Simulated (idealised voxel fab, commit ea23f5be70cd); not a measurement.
Name of the process module below: voxel capacitor over wiring
The figure presents cross-section cut, which has a width of 295 nm and is divided into square cells with an edge length of 5 nm.
Format of a cross-section: grid, square cells. Given as bands. Order: top down. Band: one or more rows of cells. Per band: top height and bottom height in nm, followed by the left-to-right materials and their widths in nm; "all across" marks a single material spanning edge to edge, "air" marks empty space. Heights are expressed relative to 0, this being the level below which the as-received wafer comprises one material exclusively. The lowest band is unbounded in the downward direction and is denoted as in "0 and below". Top row gets the first number, bottom row gets the second, and each row in between changes by the same step: that is how a band width like "30 to 40" works. When a step is marked "left unchanged", none of the cells in the cross-section changed during that step. "Enclosed voids": empty spaces of 8 cells or more with no open way to the top, each given as width x height at distance, distance from the left edge, all in nm. Formally, on a step line, whatever follows the settings is a remark that the simulator itself makes on the step. Among the settings permitted on a step's line is "overlay nm"; applied to a step with a mask, it specifies the extent to which the mask lay to the right of its planned position, whereas a negative figure signifies a position to the left.

[Below is the list of planned process steps]
1 RECEIVE | material Si
2 CONFORMAL_DEP | material SiO2 | thk nm 10
3 CONFORMAL_DEP | material SiCN | thk nm 5
4 DIRECTIONAL_DEP | material SiO2 | thk nm 15
5 DIRECTIONAL_DEP | material aC | thk nm 10
6 PATTERN | tone open | mask id METAL_1 | material resist | width nm 20 | pitch nm 80 | thk nm 25 | overlay nm 0
7 DIRECTIONAL_ETCH | etch materials aC | depth nm 10
8 STRIP | etch materials resist
9 DIRECTIONAL_ETCH | etch materials SiO2 | depth nm 15
10 DIRECTIONAL_ETCH | etch materials SiCN | depth nm 5
11 STRIP | etch materials aC
12 CONFORMAL_DEP | material TiN | thk nm 5
13 FILL_DEP | material Cu | thk nm 10
14 CMP | height nm 30
15 CONFORMAL_DEP | material SiCN | thk nm 5
16 DIRECTIONAL_DEP | material lowk | thk nm 15
17 DIRECTIONAL_DEP | material aC | thk nm 10
18 PATTERN | tone open | mask id PLUG_1 | material resist | width nm 15 | thk nm 30 | overlay nm 0
19 DIRECTIONAL_ETCH | etch materials aC | depth nm 10
20 STRIP | etch materials resist
21 DIRECTIONAL_ETCH | etch materials lowk | depth nm 15
22 DIRECTIONAL_ETCH | etch materials SiCN | depth nm 5
23 STRIP | etch materials aC
24 CONFORMAL_DEP | material TiN | thk nm 5
25 FILL_DEP | material Ru | thk nm 10
26 CMP | height nm 50
27 DIRECTIONAL_DEP | material TiN | thk nm 5
28 DIRECTIONAL_DEP | material SiN | thk nm 5
29 DIRECTIONAL_DEP | material TiN | thk nm 10
30 PATTERN | tone cover | mask id UPPER_PLATE | material resist | width nm 65 | thk nm 15 | overlay nm 0
31 DIRECTIONAL_ETCH | etch materials TiN | depth nm 10
32 DIRECTIONAL_ETCH | etch materials SiN | depth nm 5
33 STRIP | etch materials resist
34 DIRECTIONAL_DEP | material aC | thk nm 10
35 PATTERN | tone cover | mask id LOWER_PLATE | material resist | width nm 75 | thk nm 25 | overlay nm -15
36 DIRECTIONAL_ETCH | etch materials aC | depth nm 10
37 STRIP | etch materials resist
38 DIRECTIONAL_ETCH | etch materials TiN | depth nm 5
39 STRIP | etch materials aC
40 FILL_DEP | material SiO2 | thk nm 20
41 CMP | height nm 85
42 PATTERN | tone open | mask id PLUG_2 | material resist | width nm 15 | thk nm 15 | overlay nm 0
43 DIRECTIONAL_ETCH | etch materials SiO2 | depth nm 15
44 STRIP | etch materials resist
45 CONFORMAL_DEP | material TiN | thk nm 5
46 FILL_DEP | material Ru | thk nm 5
47 CMP | height nm 85
48 CONFORMAL_DEP | material SiN | thk nm 5
Be aware that, although all wafers share a common starting state, the overlay nm at step 35 differs among them, and the plan displays the first wafer's value.

[Received condition of the first of several wafers, sectioned: post-step 1]
	0 and below  Si all across
	Enclosed voids: none

[Module finished, last step 48 done: cross-section of the first of several wafers]
	90 down to 85  SiN all across
	85 down to 75  SiO2: 110, then TiN: 5, then Ru: 5, then TiN: 5, then SiO2: 170
	75 down to 65  SiO2: 110 to 100, then TiN: 15 to 55, then SiO2: 170 to 140
	65 down to 60  SiO2: 100, then TiN: 65, then SiO2: 130
	60 down to 55  SiO2: 100, then SiN: 65, then SiO2: 130
	55 down to 50  SiO2: 80, then TiN: 85, then SiO2: 130
	50 down to 35  lowk: 100, then TiN: 5, then Ru: 5, then TiN: 5, then lowk: 180
	35 down to 30  SiCN: 100, then TiN: 15, then SiCN: 180
	30 down to 15  SiO2: 95, then TiN: 5, then Cu: 10, then TiN: 5, then SiO2: 60, then TiN: 5, then Cu: 10, then TiN: 5, then SiO2: 100
	15 down to 10  SiCN: 95, then TiN: 20, then SiCN: 60, then TiN: 20, then SiCN: 100
	10 down to 0  SiO2 all across
	0 and below  Si all across
	Enclosed voids: none

[A cross-section through the last wafer at the close of the module]
	90 down to 85  SiN all across
	85 down to 75  SiO2: 110, then TiN: 5, then Ru: 5, then TiN: 5, then SiO2: 170
	75 down to 65  SiO2: 110, then TiN: 15 to 55, then SiO2: 170 to 130
	65 down to 60  SiO2: 100, then TiN: 65, then SiO2: 130
	60 down to 55  SiO2: 100, then SiN: 65, then SiO2: 130
	55 down to 50  SiO2: 100, then TiN: 85, then SiO2: 110
	50 down to 35  lowk: 100, then TiN: 5, then Ru: 5, then TiN: 5, then lowk: 180
	35 down to 30  SiCN: 100, then TiN: 15, then SiCN: 180
	30 down to 15  SiO2: 95, then TiN: 5, then Cu: 10, then TiN: 5, then SiO2: 60, then TiN: 5, then Cu: 10, then TiN: 5, then SiO2: 100
	15 down to 10  SiCN: 95, then TiN: 20, then SiCN: 60, then TiN: 20, then SiCN: 100
	10 down to 0  SiO2 all across
	0 and below  Si all across
	Enclosed voids: none

[wafer rows; end of module; cells per material since receipt: (+) gained, (-) lost; then closed voids]
overlay nm -15; +12 Cu; +5 Ru; +107 SiCN; +72 SiN; +621 SiO2; +77 TiN; +168 lowk; Enclosed voids: none
overlay nm -10; +12 Cu; +5 Ru; +107 SiCN; +72 SiN; +621 SiO2; +77 TiN; +168 lowk; Enclosed voids: none
overlay nm -5; +12 Cu; +5 Ru; +107 SiCN; +72 SiN; +621 SiO2; +77 TiN; +168 lowk; Enclosed voids: none
overlay nm 0; +12 Cu; +5 Ru; +107 SiCN; +72 SiN; +621 SiO2; +77 TiN; +168 lowk; Enclosed voids: none
overlay nm 5; +12 Cu; +5 Ru; +107 SiCN; +72 SiN; +621 SiO2; +77 TiN; +168 lowk; Enclosed voids: none
overlay nm 10; +12 Cu; +5 Ru; +107 SiCN; +72 SiN; +621 SiO2; +77 TiN; +168 lowk; Enclosed voids: none
overlay nm 15; +12 Cu; +5 Ru; +107 SiCN; +72 SiN; +621 SiO2; +77 TiN; +168 lowk; Enclosed voids: none
